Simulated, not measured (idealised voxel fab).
Title: Process Module voxel gate over fins
The width of the displayed cross-section, cut, is 195 nm; its cells are square, with a size of 5 nm.
Cross-sections here: square-cell grids, written as top-down lists of bands, a band being one or more rows of cells.
Within each band entry, the heights of the top and of the bottom of the band appear first, in that order and in nm; the materials of the band then follow from left to right, each with its corresponding width in nm. The designation "full width" on a single material indicates that it fills the band from edge to edge; the designation "blank" indicates empty space.
Heights are reckoned from 0. Under this level, the received wafer is all of one material. The bottommost band is open-ended downward, for example "0 -> down".
The two numbers in a width such as "30..40" mark its ends across the band: the first belongs to the top row of cells, the second to the bottom row, and from each row to the next the width moves by the same amount.
The cross-section has no changed cell in any step marked "remained unchanged".
The label "Fully enclosed voids" introduces a list of the empty spaces, 8 cells or larger, that have no open way up to the top; each entry in it reads width x height at distance, where the distance is taken from the left edge and all three are stated in nm.
Heads up: the bit after the settings on a step's line is the simulator's remark on that step.
A step line may carry the setting "overlay nm", which, for steps involving a mask, states the distance by which the mask lay to the right of its intended position; negative values denote displacement to the left.
HERE'S WHAT THE PLANNED PROCESS STEPS LOOK LIKE
- 1: RECEIVE: material Si
- 2: CONFORMAL_DEP: material SiN, thk nm 5
- 3: PATTERN: tone cover, mask id FINS, material resist, width nm 15, pitch nm 40, thk nm 20, overlay nm 0
- 4: DIRECTIONAL_ETCH: etch materials SiN, depth nm 5
- 5: DIRECTIONAL_ETCH: etch materials Si, depth nm 35
- 6: STRIP: etch materials resist
- 7: OXIDIZE: depth nm 5
- 8: FILL_DEP: material SiO2, thk nm 15
- 9: CMP: height nm 5
- 10: SELECTIVE_ETCH: etch materials SiO2, depth nm 20
- 11: STRIP: etch materials SiN
- 12: CONFORMAL_DEP: material HfO2, thk nm 5
- 13: CONFORMAL_DEP: material TiN, thk nm 5
- 14: FILL_DEP: material W, thk nm 15
- 15: CMP: height nm 20
- 16: CONFORMAL_DEP: material SiCN, thk nm 10
THIS IS THE CROSS-SECTION OF THE WAFER AS WE RECEIVED IT, I.E. AFTER STEP 1
  0 -> down: Si full width
  Fully enclosed voids: none
FINAL CROSS-SECTION, MODULE RUN WITH ONE MISTAKE (START AND PLAN AS ABOVE)
  30 -> 20: SiCN full width
  20 -> 10: W full width
  10 -> 5: 70 of W  25 of TiN  15 of W  25 of TiN  60 of W
  5 -> 0: 70 of W  5 of TiN  15 of HfO2  5 of TiN  15 of W  5 of TiN  15 of HfO2  5 of TiN  60 of W
  0 -> -5: 70 of W  5 of TiN  5 of HfO2  5 of Si  5 of HfO2  5 of TiN  15 of W  5 of TiN  5 of HfO2  5 of Si  5 of HfO2  5 of TiN  60 of W
  -5 -> -10: 75 of TiN  5 of HfO2  5 of Si  5 of HfO2  25 of TiN  5 of HfO2  5 of Si  5 of HfO2  65 of TiN
  -10 -> -15: 80 of HfO2  5 of Si  35 of HfO2  5 of Si  70 of HfO2
  -15 -> -40: 80 of SiO2  5 of Si  35 of SiO2  5 of Si  70 of SiO2
  -40 -> down: Si full width
  Fully enclosed voids: none
Want to know what went wrong? not per plan at step 3, really ran PATTERN: tone cover, mask id FINS, material resist, width nm 15, pitch nm 40, thk nm 20, overlay nm 5
